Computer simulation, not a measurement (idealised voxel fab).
You're looking at the process module voxel gate over fins.
Cross-sectional view cut (width: 175 nm; square cell size: 5 nm).
For the purposes of this document, a cross-section shall be understood as a grid of square cells, specified as bands listed in top-to-bottom order, each band consisting of one or more rows of cells. For a band, the entry starts with two heights in nm, that of the top and then that of the bottom, and carries on with the band's materials in order from left to right, each alongside its width in nm; the word "edge to edge" beside a single material means it fills the band edge to edge, and "empty" means empty space. Below 0: as-received wafer, all one material; heights counted from there. Lowest band: no bottom, goes on down, written "top 0, no bottom". The width entry "30->40" should be interpreted row by row: the top row of cells in the band takes the first number, the bottom row takes the second number, and the change between adjacent rows is uniform throughout. Take "nothing altered" at face value: in the step it is given for, the cross-section changed in none of its cells. For the entry "Cavities, closed", the listed items are empty spaces with no open way to the top whose size is 8 cells or more; each item follows the pattern width x height at distance, where distance is from the left edge and all three are in nm. On a step's line, text after the settings is the simulator commenting on that step. overlay nm: right-of-plan distance of the mask on a masked step; negative values mean left-of-plan.

Set out below are the planned steps of the process:
1 RECEIVE,material Si
2 CONFORMAL_DEP,material SiN,thk nm 10
3 MASKED_ETCH,tone cover,mask id FINS,width nm 15,pitch nm 45,etch materials SiN,depth nm 10,overlay nm 0
4 MASKED_ETCH,tone cover,mask id FINS,width nm 15,pitch nm 45,etch materials Si,depth nm 30,overlay nm 0
5 OXIDIZE,depth nm 5
6 FILL_DEP,material SiO2,thk nm 5
7 CMP,height nm 10
8 SELECTIVE_ETCH,etch materials SiO2,depth nm 20
9 STRIP,etch materials SiN
10 CONFORMAL_DEP,material HfO2,thk nm 5
11 CONFORMAL_DEP,material TiN,thk nm 5
12 CONFORMAL_DEP,material TiAl,thk nm 5
13 CONFORMAL_DEP,material TiN,thk nm 5
14 FILL_DEP,material W,thk nm 10
15 CMP,height nm 25
16 CONFORMAL_DEP,material SiCN,thk nm 5

Of two wafers, the first: run according to plan:

Step 1 complete: cross-section of the wafer as received:
	top 0, no bottom | Si edge to edge
	Cavities, closed: none

Presented here is a cross-section of the wafer after step 2 has been performed:
	top 10, bottom 0 | SiN edge to edge
	Everything under 0 stays put, no change at all.

Presented here is a cross-section of the wafer after step 3 has been performed:
	top 10, bottom 0 | 35 of empty | 15 of SiN | 30 of empty | 15 of SiN | 30 of empty | 15 of SiN | 35 of empty
	Everything under 0 stays put, no change at all.

Presented here is a cross-section of the wafer after step 4 has been performed:
	top 10, bottom 0 | 35 of empty | 15 of SiN | 30 of empty | 15 of SiN | 30 of empty | 15 of SiN | 35 of empty
	top 0, bottom -30 | 35 of empty | 15 of Si | 30 of empty | 15 of Si | 30 of empty | 15 of Si | 35 of empty
	Everything under -30 stays put, no change at all.

Presented here is a cross-section of the wafer after step 5 has been performed:
	top 10, bottom 0 | 35 of empty | 15 of SiN | 30 of empty | 15 of SiN | 30 of empty | 15 of SiN | 35 of empty
	top 0, bottom -30 | 35 of empty | 5 of SiO2 | 5 of Si | 5 of SiO2 | 30 of empty | 5 of SiO2 | 5 of Si | 5 of SiO2 | 30 of empty | 5 of SiO2 | 5 of Si | 5 of SiO2 | 35 of empty
	top -30, bottom -35 | 40 of SiO2 | 5 of Si | 40 of SiO2 | 5 of Si | 40 of SiO2 | 5 of Si | 40 of SiO2
	Everything under -35 stays put, no change at all.

Presented here is a cross-section of the wafer after step 6 has been performed:
	top 15, bottom 10 | SiO2 edge to edge
	top 10, bottom 0 | 35 of SiO2 | 15 of SiN | 30 of SiO2 | 15 of SiN | 30 of SiO2 | 15 of SiN | 35 of SiO2
	top 0, bottom -35 | 40 of SiO2 | 5 of Si | 40 of SiO2 | 5 of Si | 40 of SiO2 | 5 of Si | 40 of SiO2
	Everything under -35 stays put, no change at all.

Presented here is a cross-section of the wafer after step 7 has been performed:
	top 10, bottom 0 | 35 of SiO2 | 15 of SiN | 30 of SiO2 | 15 of SiN | 30 of SiO2 | 15 of SiN | 35 of SiO2
	Everything under 0 stays put, no change at all.

Presented here is a cross-section of the wafer after step 8 has been performed:
	top 10, bottom 0 | 35 of empty | 15 of SiN | 30 of empty | 15 of SiN | 30 of empty | 15 of SiN | 35 of empty
	top 0, bottom -10 | 40 of empty | 5 of Si | 40 of empty | 5 of Si | 40 of empty | 5 of Si | 40 of empty
	Everything under -10 stays put, no change at all.

Presented here is a cross-section of the wafer after step 9 has been performed:
	top 0, bottom -10 | 40 of empty | 5 of Si | 40 of empty | 5 of Si | 40 of empty | 5 of Si | 40 of empty
	Everything under -10 stays put, no change at all.

Presented here is a cross-section of the wafer after step 10 has been performed:
	top 5, bottom 0 | 35 of empty | 15 of HfO2 | 30 of empty | 15 of HfO2 | 30 of empty | 15 of HfO2 | 35 of empty
	top 0, bottom -5 | 35 of empty | 5 of HfO2 | 5 of Si | 5 of HfO2 | 30 of empty | 5 of HfO2 | 5 of Si | 5 of HfO2 | 30 of empty | 5 of HfO2 | 5 of Si | 5 of HfO2 | 35 of empty
	top -5, bottom -10 | 40 of HfO2 | 5 of Si | 40 of HfO2 | 5 of Si | 40 of HfO2 | 5 of Si | 40 of HfO2
	Everything under -10 stays put, no change at all.

Presented here is a cross-section of the wafer after step 11 has been performed:
	top 10, bottom 5 | 30 of empty | 25 of TiN | 20 of empty | 25 of TiN | 20 of empty | 25 of TiN | 30 of empty
	top 5, bottom 0 | 30 of empty | 5 of TiN | 15 of HfO2 | 5 of TiN | 20 of empty | 5 of TiN | 15 of HfO2 | 5 of TiN | 20 of empty | 5 of TiN | 15 of HfO2 | 5 of TiN | 30 of empty
	top 0, bottom -5 | 35 of TiN | 5 of HfO2 | 5 of Si | 5 of HfO2 | 30 of TiN | 5 of HfO2 | 5 of Si | 5 of HfO2 | 30 of TiN | 5 of HfO2 | 5 of Si | 5 of HfO2 | 35 of TiN
	Everything under -5 stays put, no change at all.

Presented here is a cross-section of the wafer after step 12 has been performed:
	top 15, bottom 10 | 25 of empty | 35 of TiAl | 10 of empty | 35 of TiAl | 10 of empty | 35 of TiAl | 25 of empty
	top 10, bottom 5 | 25 of empty | 5 of TiAl | 25 of TiN | 5 of TiAl | 10 of empty | 5 of TiAl | 25 of TiN | 5 of TiAl | 10 of empty | 5 of TiAl | 25 of TiN | 5 of TiAl | 25 of empty
	top 5, bottom 0 | 30 of TiAl | 5 of TiN | 15 of HfO2 | 5 of TiN | 20 of TiAl | 5 of TiN | 15 of HfO2 | 5 of TiN | 20 of TiAl | 5 of TiN | 15 of HfO2 | 5 of TiN | 30 of TiAl
	Everything under 0 stays put, no change at all.

Presented here is a cross-section of the wafer after step 13 has been performed:
	top 20, bottom 15 | 20 of empty | 135 of TiN | 20 of empty
	top 15, bottom 10 | 20 of empty | 5 of TiN | 35 of TiAl | 10 of TiN | 35 of TiAl | 10 of TiN | 35 of TiAl | 5 of TiN | 20 of empty
	top 10, bottom 5 | 25 of TiN | 5 of TiAl | 25 of TiN | 5 of TiAl | 10 of TiN | 5 of TiAl | 25 of TiN | 5 of TiAl | 10 of TiN | 5 of TiAl | 25 of TiN | 5 of TiAl | 25 of TiN
	Everything under 5 stays put, no change at all.

Presented here is a cross-section of the wafer after step 14 has been performed:
	top 30, bottom 20 | W edge to edge
	top 20, bottom 15 | 20 of W | 135 of TiN | 20 of W
	top 15, bottom 10 | 20 of W | 5 of TiN | 35 of TiAl | 10 of TiN | 35 of TiAl | 10 of TiN | 35 of TiAl | 5 of TiN | 20 of W
	Everything under 10 stays put, no change at all.

Presented here is a cross-section of the wafer after step 15 has been performed:
	top 25, bottom 20 | W edge to edge
	Everything under 20 stays put, no change at all.

Presented here is a cross-section of the wafer after step 16 has been performed:
	top 30, bottom 25 | SiCN edge to edge
	Everything under 25 stays put, no change at all.

Regarding the second of the two wafers: it shared the first wafer's starting condition and process plan, yet one error occurred during its execution. Its history coincides with that of the first wafer up to and including step 9:

The second wafer in cross-section, at the planned close of step 10:
	top 5, bottom 0 | 35 of empty | 15 of TiN | 30 of empty | 15 of TiN | 30 of empty | 15 of TiN | 35 of empty
	top 0, bottom -5 | 35 of empty | 5 of TiN | 5 of Si | 5 of TiN | 30 of empty | 5 of TiN | 5 of Si | 5 of TiN | 30 of empty | 5 of TiN | 5 of Si | 5 of TiN | 35 of empty
	top -5, bottom -10 | 40 of TiN | 5 of Si | 40 of TiN | 5 of Si | 40 of TiN | 5 of Si | 40 of TiN
	Everything under -10 stays put, no change at all.

The second wafer in cross-section, at the planned close of step 11:
	top 10, bottom 5 | 30 of empty | 25 of HfO2 | 20 of empty | 25 of HfO2 | 20 of empty | 25 of HfO2 | 30 of empty
	top 5, bottom 0 | 30 of empty | 5 of HfO2 | 15 of TiN | 5 of HfO2 | 20 of empty | 5 of HfO2 | 15 of TiN | 5 of HfO2 | 20 of empty | 5 of HfO2 | 15 of TiN | 5 of HfO2 | 30 of empty
	top 0, bottom -5 | 35 of HfO2 | 5 of TiN | 5 of Si | 5 of TiN | 30 of HfO2 | 5 of TiN | 5 of Si | 5 of TiN | 30 of HfO2 | 5 of TiN | 5 of Si | 5 of TiN | 35 of HfO2
	Everything under -5 stays put, no change at all.

The second wafer in cross-section, at the planned close of step 12:
	top 15, bottom 10 | 25 of empty | 35 of TiAl | 10 of empty | 35 of TiAl | 10 of empty | 35 of TiAl | 25 of empty
	top 10, bottom 5 | 25 of empty | 5 of TiAl | 25 of HfO2 | 5 of TiAl | 10 of empty | 5 of TiAl | 25 of HfO2 | 5 of TiAl | 10 of empty | 5 of TiAl | 25 of HfO2 | 5 of TiAl | 25 of empty
	top 5, bottom 0 | 30 of TiAl | 5 of HfO2 | 15 of TiN | 5 of HfO2 | 20 of TiAl | 5 of HfO2 | 15 of TiN | 5 of HfO2 | 20 of TiAl | 5 of HfO2 | 15 of TiN | 5 of HfO2 | 30 of TiAl
	Everything under 0 stays put, no change at all.

The second wafer in cross-section, at the planned close of step 13:
	top 20, bottom 15 | 20 of empty | 135 of TiN | 20 of empty
	top 15, bottom 10 | 20 of empty | 5 of TiN | 35 of TiAl | 10 of TiN | 35 of TiAl | 10 of TiN | 35 of TiAl | 5 of TiN | 20 of empty
	top 10, bottom 5 | 25 of TiN | 5 of TiAl | 25 of HfO2 | 5 of TiAl | 10 of TiN | 5 of TiAl | 25 of HfO2 | 5 of TiAl | 10 of TiN | 5 of TiAl | 25 of HfO2 | 5 of TiAl | 25 of TiN
	Everything under 5 stays put, no change at all.

The second wafer in cross-section, at the planned close of step 14:
	top 30, bottom 20 | W edge to edge
	top 20, bottom 15 | 20 of W | 135 of TiN | 20 of W
	top 15, bottom 10 | 20 of W | 5 of TiN | 35 of TiAl | 10 of TiN | 35 of TiAl | 10 of TiN | 35 of TiAl | 5 of TiN | 20 of W
	Everything under 10 stays put, no change at all.

The second wafer in cross-section, at the planned close of step 15:
	top 25, bottom 20 | W edge to edge
	Everything under 20 stays put, no change at all.

The second wafer in cross-section, at the planned close of step 16:
	top 30, bottom 25 | SiCN edge to edge
	Everything under 25 stays put, no change at all.
Here's what went sideways: contrary to the plan, steps 10 and 11 were processed in exchanged order
Matching per-material cell counts, mismatched positions: that is how the second wafer compares with the first at the end.
